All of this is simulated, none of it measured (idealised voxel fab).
process module | voxel local oxidation
cross-section cut | 255 nm wide | cells 5 nm
A cross-section is a grid of square cells, given in bands from the top down. A band is one or more rows of cells.
Each band's line starts with the height of the band's top and of its bottom, in nm. Then come its materials from left to right, each with its width in nm. One material with "throughout" fills the band from edge to edge. "air" is empty space.
Height 0 is the level under which the wafer as received is all one material. The lowest band goes on downwards, as in "0 down".
A width such as "30 to 40" changes by the same amount from each row of cells to the next, from the band's top row to its bottom row.
"no change" after a step means that no cell of the cross-section changed.
closed voids: empty space of 8 cells or more with no open way to the top, each as width x height at its distance from the left edge, in nm
after a step's settings: what the simulator itself notes on the step
overlay nm, on a step with a mask: how far to the right of its planned place the mask lay; to the left if negative
plan
1 op RECEIVE | material Si
2 op CONFORMAL_DEP | material SiO2 | thk nm 5
3 op CONFORMAL_DEP | material SiN | thk nm 15
4 op DIRECTIONAL_DEP | material aC | thk nm 15
5 op PATTERN | tone cover | mask id ACTIVE | material resist | width nm 130 | thk nm 35 | overlay nm 0
6 op DIRECTIONAL_ETCH | etch materials aC | depth nm 15
7 op STRIP | etch materials resist
8 op DIRECTIONAL_ETCH | etch materials SiN | depth nm 15
9 op STRIP | etch materials aC
10 op SELECTIVE_ETCH | etch materials SiO2 | depth nm 5
11 op OXIDIZE | depth nm 15
12 op STRIP | etch materials SiN
first wafer, as planned
as received, after step 1
  0 down: Si throughout
  closed voids: none
after step 2
  5 to 0: SiO2 throughout
  below 0: unchanged
after step 3
  20 to 5: SiN throughout
  below 5: unchanged
after step 4
  35 to 20: aC throughout
  below 20: unchanged
after step 5
  70 to 35: air 60 | resist 130 | air 65
  below 35: unchanged
after step 6
  55 to 35: air 60 | resist 130 | air 65
  35 to 20: air 60 | aC 130 | air 65
  below 20: unchanged
after step 7
  35 to 20: air 60 | aC 130 | air 65
  below 20: unchanged
after step 8
  35 to 20: air 60 | aC 130 | air 65
  20 to 5: air 60 | SiN 130 | air 65
  below 5: unchanged
after step 9
  20 to 5: air 60 | SiN 130 | air 65
  below 5: unchanged
after step 10
  20 to 5: air 60 | SiN 130 | air 65
  5 to 0: air 65 | SiO2 120 | air 70
  below 0: unchanged
after step 11
  20 to 5: air 60 | SiN 130 | air 65
  5 to 0: air 65 | SiO2 120 | air 70
  0 to -15: SiO2 80 | Si 90 | SiO2 85
  below -15: unchanged
after step 12
  5 to 0: air 65 | SiO2 120 | air 70
  below 0: unchanged
second wafer: like start, like plan, one mistake. Through step 4 it matches the first wafer
when step 5 should have ended
  70 to 35: air 50 | resist 130 | air 75
  below 35: unchanged
when step 6 should have ended
  55 to 35: air 50 | resist 130 | air 75
  35 to 20: air 50 | aC 130 | air 75
  below 20: unchanged
when step 7 should have ended
  35 to 20: air 50 | aC 130 | air 75
  below 20: unchanged
when step 8 should have ended
  35 to 20: air 50 | aC 130 | air 75
  20 to 5: air 50 | SiN 130 | air 75
  below 5: unchanged
when step 9 should have ended
  20 to 5: air 50 | SiN 130 | air 75
  below 5: unchanged
when step 10 should have ended
  20 to 5: air 50 | SiN 130 | air 75
  5 to 0: air 55 | SiO2 120 | air 80
  below 0: unchanged
when step 11 should have ended
  20 to 5: air 50 | SiN 130 | air 75
  5 to 0: air 55 | SiO2 120 | air 80
  0 to -15: SiO2 70 | Si 90 | SiO2 95
  below -15: unchanged
when step 12 should have ended
  5 to 0: air 55 | SiO2 120 | air 80
  below 0: unchanged
what went wrong: step 5 ran as: op PATTERN | tone cover | mask id ACTIVE | material resist | width nm 130 | thk nm 35 | overlay nm -10
at the end the second wafer has, in cells: as many of each material as the first, in other places
